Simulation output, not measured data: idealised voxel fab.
voxel gate over fins: a process module
Pictured: cross-section cut, 150 nm wide, on a grid of 5 nm square cells.
In what follows, cross-sections appear as grids of square cells, described through bands that run from the top down, where every band is one or more rows of cells. Quick guide to a band line: top height, bottom height (nm) up front; then every material left to right with its width in nm. Only one material and it's marked "all across"? Then it fills the band edge to edge. And "empty" just means empty space. Heights are expressed relative to 0, this being the level below which the as-received wafer comprises one material exclusively. The lowest band is unbounded in the downward direction and is denoted as in "0 and below". The expression "30->40" gives the width at the extremes of the band, the first number at its top row of cells and the second at its bottom row, with the width changing by equal amounts from each row to the next in between. No cell of the cross-section changed in a step that is given as "changes: none". Entry "Enclosed cavities" = empty spaces >= 8 cells with no open way to the top; each as width x height at distance, distance from left edge, all nm. Step line, after settings: the simulator's comment on this step. Steps that use a mask can have "overlay nm" on their line. It says how far the mask sat to the right of where it was meant to be. Negative means to the left.

**plan**
1,RECEIVE with material Si
2,CONFORMAL_DEP with material SiN, thk nm 5
3,DIRECTIONAL_DEP with material aC, thk nm 10
4,PATTERN with tone cover, mask id FINS, material resist, width nm 15, pitch nm 40, thk nm 25, overlay nm -15
5,DIRECTIONAL_ETCH with etch materials aC, depth nm 10
6,STRIP with etch materials resist
7,DIRECTIONAL_ETCH with etch materials SiN, depth nm 5
8,DIRECTIONAL_ETCH with etch materials Si, depth nm 30
9,STRIP with etch materials aC
10,FILL_DEP with material SiO2, thk nm 10
11,CMP with height nm 5
12,SELECTIVE_ETCH with etch materials SiO2, depth nm 15
13,STRIP with etch materials SiN
14,CONFORMAL_DEP with material HfO2, thk nm 5
15,CONFORMAL_DEP with material TiN, thk nm 5
16,FILL_DEP with material W, thk nm 10
17,CMP with height nm 15
18,CONFORMAL_DEP with material SiN, thk nm 5
Split variable: overlay nm, step 4. Plan value = first wafer. Wafers start alike.

**Step 1 complete: as-received cross-section of the first of several wafers**
> 0 and below  Si all across
> Enclosed cavities: none

**The first of several wafers, seen in cross-section after the module's last step, step 18**
> 20 down to 15  SiN all across
> 15 down to 10  W all across
> 10 down to 5  W=20; TiN=35; W=5; TiN=35; W=55
> 5 down to 0  W=20; TiN=5; HfO2=25; TiN=5; W=5; TiN=5; HfO2=25; TiN=5; W=55
> 0 down to -5  TiN=25; HfO2=5; Si=15; HfO2=5; TiN=15; HfO2=5; Si=15; HfO2=5; TiN=60
> -5 down to -10  HfO2=30; Si=15; HfO2=25; Si=15; HfO2=65
> -10 down to -30  SiO2=30; Si=15; SiO2=25; Si=15; SiO2=65
> -30 and below  Si all across
> Enclosed cavities: none

**Final wafer of several, shown in cross-section at the end of the module**
> 20 down to 15  SiN all across
> 15 down to 10  W all across
> 10 down to 5  W=50; TiN=35; W=5; TiN=35; W=25
> 5 down to 0  W=50; TiN=5; HfO2=25; TiN=5; W=5; TiN=5; HfO2=25; TiN=5; W=25
> 0 down to -5  TiN=55; HfO2=5; Si=15; HfO2=5; TiN=15; HfO2=5; Si=15; HfO2=5; TiN=30
> -5 down to -10  HfO2=60; Si=15; HfO2=25; Si=15; HfO2=35
> -10 down to -30  SiO2=60; Si=15; SiO2=25; Si=15; SiO2=35
> -30 and below  Si all across
> Enclosed cavities: none

**Per wafer, end of module: cells gained (+) or lost (-) per material since receipt, then closed voids**
overlay nm -15, +38 HfO2, -144 Si, +30 SiN, +96 SiO2, +38 TiN, +62 W, Enclosed cavities: none
overlay nm -10, +38 HfO2, -144 Si, +30 SiN, +96 SiO2, +38 TiN, +62 W, Enclosed cavities: none
overlay nm -5, +38 HfO2, -144 Si, +30 SiN, +96 SiO2, +38 TiN, +62 W, Enclosed cavities: none
overlay nm 0, +38 HfO2, -144 Si, +30 SiN, +96 SiO2, +38 TiN, +62 W, Enclosed cavities: none
overlay nm 5, +38 HfO2, -144 Si, +30 SiN, +96 SiO2, +38 TiN, +62 W, Enclosed cavities: none
overlay nm 10, +38 HfO2, -144 Si, +30 SiN, +96 SiO2, +38 TiN, +62 W, Enclosed cavities: none
overlay nm 15, +38 HfO2, -144 Si, +30 SiN, +96 SiO2, +38 TiN, +62 W, Enclosed cavities: none
